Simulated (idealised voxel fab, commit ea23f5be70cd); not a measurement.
process module | voxel capacitor over wiring
cross-section cut | 220 nm wide | cells 5 nm
A cross-section is a grid of square cells, given in bands from the top down. A band is one or more rows of cells.
Each band's line starts with the height of the band's top and of its bottom, in nm. Then come its materials from left to right, each with its width in nm. One material with "throughout" fills the band from edge to edge. "air" is empty space.
Height 0 is the level under which the wafer as received is all one material. The lowest band goes on downwards, as in "0 down".
A width such as "30 to 40" changes by the same amount from each row of cells to the next, from the band's top row to its bottom row.
"no change" after a step means that no cell of the cross-section changed.
closed voids: empty space of 8 cells or more with no open way to the top, each as width x height at its distance from the left edge, in nm
after a step's settings: what the simulator itself notes on the step
overlay nm, on a step with a mask: how far to the right of its planned place the mask lay; to the left if negative
plan
1 op RECEIVE | material Si
2 op CONFORMAL_DEP | material SiO2 | thk nm 10
3 op CONFORMAL_DEP | material SiCN | thk nm 5
4 op DIRECTIONAL_DEP | material SiO2 | thk nm 25
5 op MASKED_ETCH | tone open | mask id METAL_1 | width nm 30 | pitch nm 85 | etch materials SiO2 | depth nm 25 | overlay nm 0
6 op MASKED_ETCH | tone open | mask id METAL_1 | width nm 30 | pitch nm 85 | etch materials SiCN | depth nm 5 | overlay nm 0
7 op CONFORMAL_DEP | material TiN | thk nm 5
8 op FILL_DEP | material Ru | thk nm 10
9 op CMP | height nm 40
10 op CONFORMAL_DEP | material SiCN | thk nm 5
11 op DIRECTIONAL_DEP | material SiO2 | thk nm 15
12 op DIRECTIONAL_DEP | material aC | thk nm 10
13 op PATTERN | tone open | mask id PLUG_1 | material resist | width nm 15 | thk nm 30 | overlay nm 0
14 op DIRECTIONAL_ETCH | etch materials aC | depth nm 10
15 op STRIP | etch materials resist
16 op DIRECTIONAL_ETCH | etch materials SiO2 | depth nm 15
17 op DIRECTIONAL_ETCH | etch materials SiCN | depth nm 5
18 op STRIP | etch materials aC
19 op CONFORMAL_DEP | material TiN | thk nm 5
20 op FILL_DEP | material Ru | thk nm 10
21 op CMP | height nm 60
22 op DIRECTIONAL_DEP | material TiN | thk nm 10
23 op DIRECTIONAL_DEP | material HfO2 | thk nm 5
24 op DIRECTIONAL_DEP | material TiN | thk nm 10
25 op DIRECTIONAL_DEP | material aC | thk nm 10
26 op PATTERN | tone cover | mask id UPPER_PLATE | material resist | width nm 60 | thk nm 25 | overlay nm 0
27 op DIRECTIONAL_ETCH | etch materials aC | depth nm 10
28 op STRIP | etch materials resist
29 op DIRECTIONAL_ETCH | etch materials TiN | depth nm 10
30 op DIRECTIONAL_ETCH | etch materials HfO2 | depth nm 5
31 op STRIP | etch materials aC
32 op DIRECTIONAL_DEP | material aC | thk nm 15
33 op PATTERN | tone cover | mask id LOWER_PLATE | material resist | width nm 70 | thk nm 30 | overlay nm 0
34 op DIRECTIONAL_ETCH | etch materials aC | depth nm 15
35 op STRIP | etch materials resist
36 op DIRECTIONAL_ETCH | etch materials TiN | depth nm 10
37 op STRIP | etch materials aC
38 op FILL_DEP | material SiO2 | thk nm 15
39 op CMP | height nm 95
40 op MASKED_ETCH | tone open | mask id PLUG_2 | width nm 15 | etch materials SiO2 | depth nm 10 | overlay nm 0
41 op CONFORMAL_DEP | material TiN | thk nm 5
42 op FILL_DEP | material W | thk nm 10
43 op CMP | height nm 95
44 op CONFORMAL_DEP | material SiN | thk nm 5
first wafer, as planned
as received, after step 1
  0 down: Si throughout
  closed voids: none
after step 2
  10 to 0: SiO2 throughout
  below 0: unchanged
after step 3
  15 to 10: SiCN throughout
  below 10: unchanged
after step 4
  40 to 15: SiO2 throughout
  below 15: unchanged
after step 5
  40 to 15: SiO2 50 | air 30 | SiO2 55 | air 30 | SiO2 55
  below 15: unchanged
after step 6
  40 to 15: SiO2 50 | air 30 | SiO2 55 | air 30 | SiO2 55
  15 to 10: SiCN 50 | air 30 | SiCN 55 | air 30 | SiCN 55
  below 10: unchanged
after step 7
  45 to 40: TiN 55 | air 20 | TiN 65 | air 20 | TiN 60
  40 to 15: SiO2 50 | TiN 5 | air 20 | TiN 5 | SiO2 55 | TiN 5 | air 20 | TiN 5 | SiO2 55
  15 to 10: SiCN 50 | TiN 30 | SiCN 55 | TiN 30 | SiCN 55
  below 10: unchanged
after step 8
  55 to 45: Ru throughout
  45 to 40: TiN 55 | Ru 20 | TiN 65 | Ru 20 | TiN 60
  40 to 15: SiO2 50 | TiN 5 | Ru 20 | TiN 5 | SiO2 55 | TiN 5 | Ru 20 | TiN 5 | SiO2 55
  below 15: unchanged
after step 9
  40 to 15: SiO2 50 | TiN 5 | Ru 20 | TiN 5 | SiO2 55 | TiN 5 | Ru 20 | TiN 5 | SiO2 55
  below 15: unchanged
after step 10
  45 to 40: SiCN throughout
  below 40: unchanged
after step 11
  60 to 45: SiO2 throughout
  below 45: unchanged
after step 12
  70 to 60: aC throughout
  below 60: unchanged
after step 13
  100 to 70: resist 65 | air 15 | resist 140
  below 70: unchanged
after step 14
  90 to 70: resist 65 | air 15 | resist 140
  70 to 60: aC 65 | air 15 | aC 140
  below 60: unchanged
after step 15
  70 to 60: aC 65 | air 15 | aC 140
  below 60: unchanged
after step 16
  70 to 60: aC 65 | air 15 | aC 140
  60 to 45: SiO2 65 | air 15 | SiO2 140
  below 45: unchanged
after step 17
  70 to 60: aC 65 | air 15 | aC 140
  60 to 45: SiO2 65 | air 15 | SiO2 140
  45 to 40: SiCN 65 | air 15 | SiCN 140
  below 40: unchanged
after step 18
  60 to 45: SiO2 65 | air 15 | SiO2 140
  below 45: unchanged
after step 19
  65 to 60: TiN 70 | air 5 | TiN 145
  60 to 45: SiO2 65 | TiN 5 | air 5 | TiN 5 | SiO2 140
  45 to 40: SiCN 65 | TiN 15 | SiCN 140
  below 40: unchanged
after step 20
  75 to 65: Ru throughout
  65 to 60: TiN 70 | Ru 5 | TiN 145
  60 to 45: SiO2 65 | TiN 5 | Ru 5 | TiN 5 | SiO2 140
  below 45: unchanged
after step 21
  60 to 45: SiO2 65 | TiN 5 | Ru 5 | TiN 5 | SiO2 140
  below 45: unchanged
after step 22
  70 to 60: TiN throughout
  below 60: unchanged
after step 23
  75 to 70: HfO2 throughout
  below 70: unchanged
after step 24
  85 to 75: TiN throughout
  below 75: unchanged
after step 25
  95 to 85: aC throughout
  below 85: unchanged
after step 26
  120 to 95: air 65 | resist 60 | air 95
  below 95: unchanged
after step 27
  110 to 95: air 65 | resist 60 | air 95
  95 to 85: air 65 | aC 60 | air 95
  below 85: unchanged
after step 28
  95 to 85: air 65 | aC 60 | air 95
  below 85: unchanged
after step 29
  95 to 85: air 65 | aC 60 | air 95
  85 to 75: air 65 | TiN 60 | air 95
  below 75: unchanged
after step 30
  95 to 85: air 65 | aC 60 | air 95
  85 to 75: air 65 | TiN 60 | air 95
  75 to 70: air 65 | HfO2 60 | air 95
  below 70: unchanged
after step 31
  85 to 75: air 65 | TiN 60 | air 95
  below 75: unchanged
after step 32
  100 to 85: air 65 | aC 60 | air 95
  85 to 75: aC 65 | TiN 60 | aC 95
  75 to 70: aC 65 | HfO2 60 | aC 95
  below 70: unchanged
after step 33
  130 to 100: air 60 | resist 70 | air 90
  100 to 85: air 60 | resist 5 | aC 60 | resist 5 | air 90
  below 85: unchanged
after step 34
  115 to 100: air 60 | resist 70 | air 90
  100 to 85: air 60 | resist 5 | aC 60 | resist 5 | air 90
  85 to 75: air 60 | aC 5 | TiN 60 | aC 5 | air 90
  75 to 70: air 60 | aC 5 | HfO2 60 | aC 5 | air 90
  below 70: unchanged
after step 35
  100 to 85: air 65 | aC 60 | air 95
  below 85: unchanged
after step 36
  100 to 85: air 65 | aC 60 | air 95
  85 to 75: air 60 | aC 5 | TiN 60 | aC 5 | air 90
  75 to 70: air 60 | aC 5 | HfO2 60 | aC 5 | air 90
  70 to 60: air 60 | TiN 70 | air 90
  below 60: unchanged
after step 37
  85 to 75: air 65 | TiN 60 | air 95
  75 to 70: air 65 | HfO2 60 | air 95
  below 70: unchanged
after step 38
  100 to 85: SiO2 throughout
  85 to 75: SiO2 65 | TiN 60 | SiO2 95
  75 to 70: SiO2 65 | HfO2 60 | SiO2 95
  70 to 60: SiO2 60 | TiN 70 | SiO2 90
  below 60: unchanged
after step 39
  95 to 85: SiO2 throughout
  below 85: unchanged
after step 40
  95 to 85: SiO2 75 | air 15 | SiO2 130
  below 85: unchanged
after step 41
  100 to 95: TiN 80 | air 5 | TiN 135
  95 to 90: SiO2 75 | TiN 5 | air 5 | TiN 5 | SiO2 130
  90 to 85: SiO2 75 | TiN 15 | SiO2 130
  below 85: unchanged
after step 42
  110 to 100: W throughout
  100 to 95: TiN 80 | W 5 | TiN 135
  95 to 90: SiO2 75 | TiN 5 | W 5 | TiN 5 | SiO2 130
  below 90: unchanged
after step 43
  95 to 90: SiO2 75 | TiN 5 | W 5 | TiN 5 | SiO2 130
  below 90: unchanged
after step 44
  100 to 95: SiN throughout
  below 95: unchanged
second wafer: like start, like plan, one mistake. Through step 32 it matches the first wafer
when step 33 should have ended
  130 to 100: air 55 | resist 70 | air 95
  100 to 85: air 55 | resist 10 | aC 60 | air 95
  below 85: unchanged
when step 34 should have ended
  115 to 100: air 55 | resist 70 | air 95
  100 to 85: air 55 | resist 10 | aC 60 | air 95
  85 to 75: air 55 | aC 10 | TiN 60 | air 95
  75 to 70: air 55 | aC 10 | HfO2 60 | air 95
  below 70: unchanged
when step 35 should have ended
  100 to 85: air 65 | aC 60 | air 95
  below 85: unchanged
when step 36 should have ended
  100 to 85: air 65 | aC 60 | air 95
  85 to 75: air 55 | aC 10 | TiN 60 | air 95
  75 to 70: air 55 | aC 10 | HfO2 60 | air 95
  70 to 60: air 55 | TiN 70 | air 95
  below 60: unchanged
when step 37 should have ended
  85 to 75: air 65 | TiN 60 | air 95
  75 to 70: air 65 | HfO2 60 | air 95
  below 70: unchanged
when step 38 should have ended
  100 to 85: SiO2 throughout
  85 to 75: SiO2 65 | TiN 60 | SiO2 95
  75 to 70: SiO2 65 | HfO2 60 | SiO2 95
  70 to 60: SiO2 55 | TiN 70 | SiO2 95
  below 60: unchanged
when step 39 should have ended
  95 to 85: SiO2 throughout
  below 85: unchanged
when step 40 should have ended
  95 to 85: SiO2 75 | air 15 | SiO2 130
  below 85: unchanged
when step 41 should have ended
  100 to 95: TiN 80 | air 5 | TiN 135
  95 to 90: SiO2 75 | TiN 5 | air 5 | TiN 5 | SiO2 130
  90 to 85: SiO2 75 | TiN 15 | SiO2 130
  below 85: unchanged
when step 42 should have ended
  110 to 100: W throughout
  100 to 95: TiN 80 | W 5 | TiN 135
  95 to 90: SiO2 75 | TiN 5 | W 5 | TiN 5 | SiO2 130
  below 90: unchanged
when step 43 should have ended
  95 to 90: SiO2 75 | TiN 5 | W 5 | TiN 5 | SiO2 130
  below 90: unchanged
when step 44 should have ended
  100 to 95: SiN throughout
  below 95: unchanged
what went wrong: step 33 ran as: op PATTERN | tone cover | mask id LOWER_PLATE | material resist | width nm 70 | thk nm 30 | overlay nm -5
at the end the second wafer has, in cells: as many of each material as the first, in other places
